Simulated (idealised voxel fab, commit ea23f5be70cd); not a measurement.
You're looking at the process module voxel double patterning.
Pictured: cross-section cut, 265 nm wide, on a grid of 5 nm square cells.
This document writes a cross-section as a grid whose cells are square, and gives it as bands, listed from the top down; one or more rows of cells form a band.
Quick guide to a band line: top height, bottom height (nm) up front; then every material left to right with its width in nm. Only one material and it's marked "everywhere"? Then it fills the band edge to edge. And "blank" just means empty space.
Heights are expressed relative to 0, this being the level below which the as-received wafer comprises one material exclusively. The lowest band is unbounded in the downward direction and is denoted as in "0 and below".
When a width is written as two numbers, as in "30->40", the first number is the width in the top row of cells of the band and the second is the width in its bottom row, and the width changes by the same amount from each row to the next.
It should be understood that the words "left unchanged", when stated for a given step, signify that the cross-section underwent no change in any of its cells during that step.
For the entry "Voids, sealed", the listed items are empty spaces with no open way to the top whose size is 8 cells or more; each item follows the pattern width x height at distance, where distance is from the left edge and all three are in nm.
The remark found on a step's line after its settings is issued by the simulator itself and pertains to that step.
"overlay nm" denotes, for a step that has a mask, the displacement of the mask to the right of its planned place, with negative values corresponding to the left.
### Planned process steps
step 1: RECEIVE,material Si
step 2: CONFORMAL_DEP,material SiO2,thk nm 5
step 3: DIRECTIONAL_DEP,material W,thk nm 15
step 4: DIRECTIONAL_DEP,material SiCN,thk nm 10
step 5: PATTERN,tone open,mask id FIRST,material resist,width nm 15,pitch nm 50,thk nm 20,overlay nm 0
step 6: DIRECTIONAL_ETCH,etch materials SiCN,depth nm 10
step 7: STRIP,etch materials resist
step 8: MASKED_ETCH,tone open,mask id SECOND,width nm 15,pitch nm 50,etch materials SiCN,depth nm 10,overlay nm 0
step 9: DIRECTIONAL_ETCH,etch materials W,depth nm 15
step 10: STRIP,etch materials SiCN
### The following pertains to the first of two wafers, which was processed as planned
### This is the cross-section of the wafer as we received it, i.e. after step 1
    0 and below = Si everywhere
    Voids, sealed: none
### after step 2
    5 down to 0 = SiO2 everywhere
    Everything below 0 is unchanged.
### after step 3
    20 down to 5 = W everywhere
    Everything below 5 is unchanged.
### after step 4
    30 down to 20 = SiCN everywhere
    Everything below 20 is unchanged.
### after step 5
    50 down to 30 = 75 of resist; 15 of blank; 35 of resist; 15 of blank; 35 of resist; 15 of blank; 75 of resist
    Everything below 30 is unchanged.
### after step 6
    50 down to 30 = 75 of resist; 15 of blank; 35 of resist; 15 of blank; 35 of resist; 15 of blank; 75 of resist
    30 down to 20 = 75 of SiCN; 15 of blank; 35 of SiCN; 15 of blank; 35 of SiCN; 15 of blank; 75 of SiCN
    Everything below 20 is unchanged.
### after step 7
    30 down to 20 = 75 of SiCN; 15 of blank; 35 of SiCN; 15 of blank; 35 of SiCN; 15 of blank; 75 of SiCN
    Everything below 20 is unchanged.
### after step 8
    30 down to 20 = 75 of SiCN; 15 of blank; 10 of SiCN; 15 of blank; 10 of SiCN; 15 of blank; 10 of SiCN; 15 of blank; 10 of SiCN; 15 of blank; 75 of SiCN
    Everything below 20 is unchanged.
### after step 9
    30 down to 20 = 75 of SiCN; 15 of blank; 10 of SiCN; 15 of blank; 10 of SiCN; 15 of blank; 10 of SiCN; 15 of blank; 10 of SiCN; 15 of blank; 75 of SiCN
    20 down to 5 = 75 of W; 15 of blank; 10 of W; 15 of blank; 10 of W; 15 of blank; 10 of W; 15 of blank; 10 of W; 15 of blank; 75 of W
    Everything below 5 is unchanged.
### after step 10
    20 down to 5 = 75 of W; 15 of blank; 10 of W; 15 of blank; 10 of W; 15 of blank; 10 of W; 15 of blank; 10 of W; 15 of blank; 75 of W
    Everything below 5 is unchanged.
### What follows concerns the second wafer, which started out like the first and was meant to follow the very same plan; one mistake crept in when it was run, but everything up to and including step 4 is the same as for the first wafer
### Second wafer, cross-section, planned end of step 5
    50 down to 30 = 75 of blank; 15 of resist; 35 of blank; 15 of resist; 35 of blank; 15 of resist; 75 of blank
    Everything below 30 is unchanged.
### Second wafer, cross-section, planned end of step 6
    50 down to 30 = 75 of blank; 15 of resist; 35 of blank; 15 of resist; 35 of blank; 15 of resist; 75 of blank
    30 down to 20 = 75 of blank; 15 of SiCN; 35 of blank; 15 of SiCN; 35 of blank; 15 of SiCN; 75 of blank
    Everything below 20 is unchanged.
### Second wafer, cross-section, planned end of step 7
    30 down to 20 = 75 of blank; 15 of SiCN; 35 of blank; 15 of SiCN; 35 of blank; 15 of SiCN; 75 of blank
    Everything below 20 is unchanged.
Second wafer, cross-section, planned end of step 8: left unchanged
### Second wafer, cross-section, planned end of step 9
    30 down to 20 = 75 of blank; 15 of SiCN; 35 of blank; 15 of SiCN; 35 of blank; 15 of SiCN; 75 of blank
    20 down to 5 = 75 of blank; 15 of W; 35 of blank; 15 of W; 35 of blank; 15 of W; 75 of blank
    Everything below 5 is unchanged.
### Second wafer, cross-section, planned end of step 10
    20 down to 5 = 75 of blank; 15 of W; 35 of blank; 15 of W; 35 of blank; 15 of W; 75 of blank
    Everything below 5 is unchanged.
What went wrong in running the wafer? step 5 deviated from plan and actually ran as PATTERN,tone cover,mask id FIRST,material resist,width nm 15,pitch nm 50,thk nm 20,overlay nm 0
At the finish, the second wafer shows more or fewer cells for some materials than the first does: -87 W
